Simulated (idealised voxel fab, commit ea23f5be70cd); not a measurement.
The process module presented herein is designated voxel transistor to metal.
Section shown: cut. Width: 150 nm. Cell size: 5 nm, square.
Cross-section format: a grid of square cells, given as bands from top to bottom; each band is one or more rows of cells.
Look at the band entry: it leads with the top's height and the bottom's height in nm. Then it lists the materials left to right, with a width in nm for each. The word "all across" on a single material says that material fills the band edge to edge. The word "blank" is empty space.
Height is counted from the level 0, under which the received wafer is composed throughout of one material. The lowest of the bands is not closed at the bottom but continues downward, in the notation "top 0, no bottom".
The width entry "30->40" should be interpreted row by row: the top row of cells in the band takes the first number, the bottom row takes the second number, and the change between adjacent rows is uniform throughout.
"identical to before" (step): cross-section cells unchanged, all of them.
Enclosed internal voids: empty space of 8 cells or more with no open way to the top, each as width x height at its distance from the left edge, in nm
after a step's settings: what the simulator itself notes on the step
overlay nm, on a step with a mask: how far to the right of its planned place the mask lay; to the left if negative
The process steps that were planned are listed below:
1) RECEIVE | material Si
2) CONFORMAL_DEP | material SiO2 | thk nm 5
3) CONFORMAL_DEP | material SiN | thk nm 10
4) DIRECTIONAL_DEP | material aC | thk nm 15
5) PATTERN | tone cover | mask id ACTIVE | material resist | width nm 115 | thk nm 35 | overlay nm 0
6) DIRECTIONAL_ETCH | etch materials aC | depth nm 15
7) STRIP | etch materials resist
8) DIRECTIONAL_ETCH | etch materials SiN | depth nm 10
9) DIRECTIONAL_ETCH | etch materials SiO2 | depth nm 5
10) DIRECTIONAL_ETCH | etch materials Si | depth nm 35
11) STRIP | etch materials aC
12) FILL_DEP | material SiO2 | thk nm 10
13) CMP | height nm 15
14) SELECTIVE_ETCH | etch materials SiO2 | depth nm 5
15) STRIP | etch materials SiN
16) SELECTIVE_ETCH | etch materials SiO2 | depth nm 5
17) OXIDIZE | depth nm 5
18) DIRECTIONAL_DEP | material polySi | thk nm 30
19) DIRECTIONAL_DEP | material SiCN | thk nm 15
20) DIRECTIONAL_DEP | material aC | thk nm 15
21) PATTERN | tone cover | mask id GATE | material resist | width nm 35 | thk nm 35 | overlay nm 0
22) DIRECTIONAL_ETCH | etch materials aC | depth nm 15
23) STRIP | etch materials resist
24) DIRECTIONAL_ETCH | etch materials SiCN | depth nm 25
25) DIRECTIONAL_ETCH | etch materials polySi | depth nm 40
26) STRIP | etch materials aC
27) CONFORMAL_DEP | material SiN | thk nm 10
28) DIRECTIONAL_ETCH | etch materials SiN | depth nm 10
29) DIRECTIONAL_ETCH | etch materials SiO2 | depth nm 5
30) DIRECTIONAL_ETCH | etch materials Si | depth nm 15
31) EPI | material pSi | thk nm 15
32) FILL_DEP | material SiO2 | thk nm 5
33) CMP | height nm 30
34) STRIP | etch materials polySi
35) SELECTIVE_ETCH | etch materials SiO2 | depth nm 5
36) CONFORMAL_DEP | material HfO2 | thk nm 5
37) CONFORMAL_DEP | material TiN | thk nm 5
38) FILL_DEP | material W | thk nm 5
39) CMP | height nm 25
40) DIRECTIONAL_DEP | material SiO2 | thk nm 10
41) DIRECTIONAL_DEP | material aC | thk nm 15
42) PATTERN | tone open | mask id CONTACT | material resist | width nm 15 | pitch nm 90 | thk nm 35 | overlay nm 0
43) DIRECTIONAL_ETCH | etch materials aC | depth nm 15
44) STRIP | etch materials resist
45) DIRECTIONAL_ETCH | etch materials SiO2 | depth nm 25
46) STRIP | etch materials aC
47) CONFORMAL_DEP | material TiN | thk nm 5
48) FILL_DEP | material Ru | thk nm 10
49) CMP | height nm 35
50) DIRECTIONAL_DEP | material TiN | thk nm 5
51) DIRECTIONAL_DEP | material W | thk nm 20
52) PATTERN | tone cover | mask id METAL_1 | material resist | width nm 15 | pitch nm 90 | thk nm 20 | overlay nm 0
53) DIRECTIONAL_ETCH | etch materials W | depth nm 20
54) DIRECTIONAL_ETCH | etch materials TiN | depth nm 5
55) STRIP | etch materials resist
56) CONFORMAL_DEP | material SiN | thk nm 5
57) FILL_DEP | material lowk | thk nm 10
58) CMP | height nm 60
59) CONFORMAL_DEP | material SiCN | thk nm 5
60) DIRECTIONAL_DEP | material lowk | thk nm 25
61) MASKED_ETCH | tone open | mask id METAL_2 | width nm 15 | pitch nm 90 | etch materials lowk | depth nm 15 | overlay nm 0
62) MASKED_ETCH | tone open | mask id METAL_2_HOLES | width nm 15 | pitch nm 90 | etch materials lowk | depth nm 10 | overlay nm 0
63) MASKED_ETCH | tone open | mask id METAL_2_HOLES | width nm 15 | pitch nm 90 | etch materials SiCN | depth nm 5 | overlay nm 0
64) CONFORMAL_DEP | material TiN | thk nm 5
65) FILL_DEP | material Ru | thk nm 5
66) CMP | height nm 90
67) CONFORMAL_DEP | material SiCN | thk nm 5
The cross-section here shows the wafer as received, i.e. in its state after step 1:
    top 0, no bottom = Si all across
    Enclosed internal voids: none
Cross-sectional view of the first of the two wafers upon completion of the module, processed in accordance with the plan:
    top 95, bottom 90 = SiCN all across
    top 90, bottom 65 = 20 of lowk, then 5 of TiN, then 5 of Ru, then 5 of TiN, then 75 of lowk, then 5 of TiN, then 5 of Ru, then 5 of TiN, then 25 of lowk
    top 65, bottom 60 = 20 of SiCN, then 15 of TiN, then 75 of SiCN, then 15 of TiN, then 25 of SiCN
    top 60, bottom 40 = 15 of lowk, then 5 of SiN, then 15 of W, then 5 of SiN, then 65 of lowk, then 5 of SiN, then 15 of W, then 5 of SiN, then 20 of lowk
    top 40, bottom 35 = 20 of SiN, then 15 of TiN, then 75 of SiN, then 15 of TiN, then 25 of SiN
    top 35, bottom 25 = 20 of SiO2, then 5 of TiN, then 5 of Ru, then 5 of TiN, then 75 of SiO2, then 5 of TiN, then 5 of Ru, then 5 of TiN, then 25 of SiO2
    top 25, bottom 15 = 20 of SiO2, then 5 of TiN, then 5 of Ru, then 5 of TiN, then 10 of SiO2, then 10 of SiN, then 5 of HfO2, then 5 of TiN, then 15 of W, then 5 of TiN, then 5 of HfO2, then 10 of SiN, then 10 of SiO2, then 5 of TiN, then 5 of Ru, then 5 of TiN, then 25 of SiO2
    top 15, bottom 10 = 20 of SiO2, then 15 of TiN, then 10 of SiO2, then 10 of SiN, then 5 of HfO2, then 5 of TiN, then 15 of W, then 5 of TiN, then 5 of HfO2, then 10 of SiN, then 10 of SiO2, then 15 of TiN, then 25 of SiO2
    top 10, bottom 5 = 15 of SiO2, then 30 of pSi, then 10 of SiN, then 5 of HfO2, then 5 of TiN, then 15 of W, then 5 of TiN, then 5 of HfO2, then 10 of SiN, then 30 of pSi, then 20 of SiO2
    top 5, bottom 0 = 10 of SiO2, then 10 of SiN, then 25 of pSi, then 10 of SiN, then 5 of HfO2, then 25 of TiN, then 5 of HfO2, then 10 of SiN, then 25 of pSi, then 10 of SiN, then 15 of SiO2
    top 0, bottom -5 = 20 of SiO2, then 25 of pSi, then 5 of SiO2, then 45 of HfO2, then 5 of SiO2, then 25 of pSi, then 25 of SiO2
    top -5, bottom -20 = 15 of SiO2, then 5 of Si, then 25 of pSi, then 55 of Si, then 25 of pSi, then 5 of Si, then 20 of SiO2
    top -20, bottom -35 = 15 of SiO2, then 115 of Si, then 20 of SiO2
    top -35, no bottom = Si all across
    Enclosed internal voids: none
The second wafer, shown in cross-section after the module: started the same way as the first and given the same plan, yet one mistake crept into how it was run:
    top 95, bottom 90 = SiCN all across
    top 90, bottom 85 = Ru all across
    top 85, bottom 80 = 25 of TiN, then 5 of Ru, then 85 of TiN, then 5 of Ru, then 30 of TiN
    top 80, bottom 65 = 20 of lowk, then 5 of TiN, then 5 of Ru, then 5 of TiN, then 75 of lowk, then 5 of TiN, then 5 of Ru, then 5 of TiN, then 25 of lowk
    top 65, bottom 60 = 20 of SiCN, then 15 of TiN, then 75 of SiCN, then 15 of TiN, then 25 of SiCN
    top 60, bottom 40 = 15 of lowk, then 5 of SiN, then 15 of W, then 5 of SiN, then 65 of lowk, then 5 of SiN, then 15 of W, then 5 of SiN, then 20 of lowk
    top 40, bottom 35 = 20 of SiN, then 15 of TiN, then 75 of SiN, then 15 of TiN, then 25 of SiN
    top 35, bottom 25 = 20 of SiO2, then 5 of TiN, then 5 of Ru, then 5 of TiN, then 75 of SiO2, then 5 of TiN, then 5 of Ru, then 5 of TiN, then 25 of SiO2
    top 25, bottom 15 = 20 of SiO2, then 5 of TiN, then 5 of Ru, then 5 of TiN, then 10 of SiO2, then 10 of SiN, then 5 of HfO2, then 5 of TiN, then 15 of W, then 5 of TiN, then 5 of HfO2, then 10 of SiN, then 10 of SiO2, then 5 of TiN, then 5 of Ru, then 5 of TiN, then 25 of SiO2
    top 15, bottom 10 = 20 of SiO2, then 15 of TiN, then 10 of SiO2, then 10 of SiN, then 5 of HfO2, then 5 of TiN, then 15 of W, then 5 of TiN, then 5 of HfO2, then 10 of SiN, then 10 of SiO2, then 15 of TiN, then 25 of SiO2
    top 10, bottom 5 = 15 of SiO2, then 30 of pSi, then 10 of SiN, then 5 of HfO2, then 5 of TiN, then 15 of W, then 5 of TiN, then 5 of HfO2, then 10 of SiN, then 30 of pSi, then 20 of SiO2
    top 5, bottom 0 = 10 of SiO2, then 10 of SiN, then 25 of pSi, then 10 of SiN, then 5 of HfO2, then 25 of TiN, then 5 of HfO2, then 10 of SiN, then 25 of pSi, then 10 of SiN, then 15 of SiO2
    top 0, bottom -5 = 20 of SiO2, then 25 of pSi, then 5 of SiO2, then 45 of HfO2, then 5 of SiO2, then 25 of pSi, then 25 of SiO2
    top -5, bottom -20 = 15 of SiO2, then 5 of Si, then 25 of pSi, then 55 of Si, then 25 of pSi, then 5 of Si, then 20 of SiO2
    top -20, bottom -35 = 15 of SiO2, then 115 of Si, then 20 of SiO2
    top -35, no bottom = Si all across
    Enclosed internal voids: none
Error vs. plan: rather than as planned, step 60 actually ran as DIRECTIONAL_DEP | material lowk | thk nm 15
Final cells, second wafer relative to first, materials higher or lower: Ru +28; TiN +20; lowk -48
